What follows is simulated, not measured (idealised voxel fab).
process module | voxel plated lines
cross-section cut | 285 nm wide | cells 5 nm
A cross-section is a grid of square cells, given in bands from the top down. A band is one or more rows of cells.
Each band's line starts with the height of the band's top and of its bottom, in nm. Then come its materials from left to right, each with its width in nm. One material with "throughout" fills the band from edge to edge. "air" is empty space.
Height 0 is the level under which the wafer as received is all one material. The lowest band goes on downwards, as in "0 down".
A width such as "30 to 40" changes by the same amount from each row of cells to the next, from the band's top row to its bottom row.
"no change" after a step means that no cell of the cross-section changed.
closed voids: empty space of 8 cells or more with no open way to the top, each as width x height at its distance from the left edge, in nm
after a step's settings: what the simulator itself notes on the step
overlay nm, on a step with a mask: how far to the right of its planned place the mask lay; to the left if negative
plan
1 op RECEIVE | material Si
2 op CONFORMAL_DEP | material SiN | thk nm 10
3 op DIRECTIONAL_DEP | material TiN | thk nm 5
4 op PATTERN | tone open | mask id LINES | material resist | width nm 20 | pitch nm 40 | thk nm 15 | overlay nm 0
5 op EPI | material Ru | thk nm 10
6 op STRIP | etch materials resist
7 op DIRECTIONAL_ETCH | etch materials TiN | depth nm 5
8 op CONFORMAL_DEP | material SiN | thk nm 10
as received, after step 1
  0 down: Si throughout
  closed voids: none
first wafer at the end, as planned
  35 to 25: air 100 | SiN 80 | air 105
  25 to 20: air 100 | SiN 10 | Ru 20 | SiN 20 | Ru 20 | SiN 10 | air 105
  20 to 15: SiN 110 | Ru 20 | SiN 20 | Ru 20 | SiN 115
  15 to 10: SiN 110 | TiN 20 | SiN 20 | TiN 20 | SiN 115
  10 to 0: SiN throughout
  0 down: Si throughout
  closed voids: none
second wafer at the end: like start, like plan, one mistake
  35 to 25: air 90 | SiN 80 | air 115
  25 to 20: air 90 | SiN 10 | Ru 20 | SiN 20 | Ru 20 | SiN 10 | air 115
  20 to 15: SiN 100 | Ru 20 | SiN 20 | Ru 20 | SiN 125
  15 to 10: SiN 100 | TiN 20 | SiN 20 | TiN 20 | SiN 125
  10 to 0: SiN throughout
  0 down: Si throughout
  closed voids: none
what went wrong: step 4 ran as: op PATTERN | tone open | mask id LINES | material resist | width nm 20 | pitch nm 40 | thk nm 15 | overlay nm -10
at the end the second wafer has, in cells: as many of each material as the first, in other places
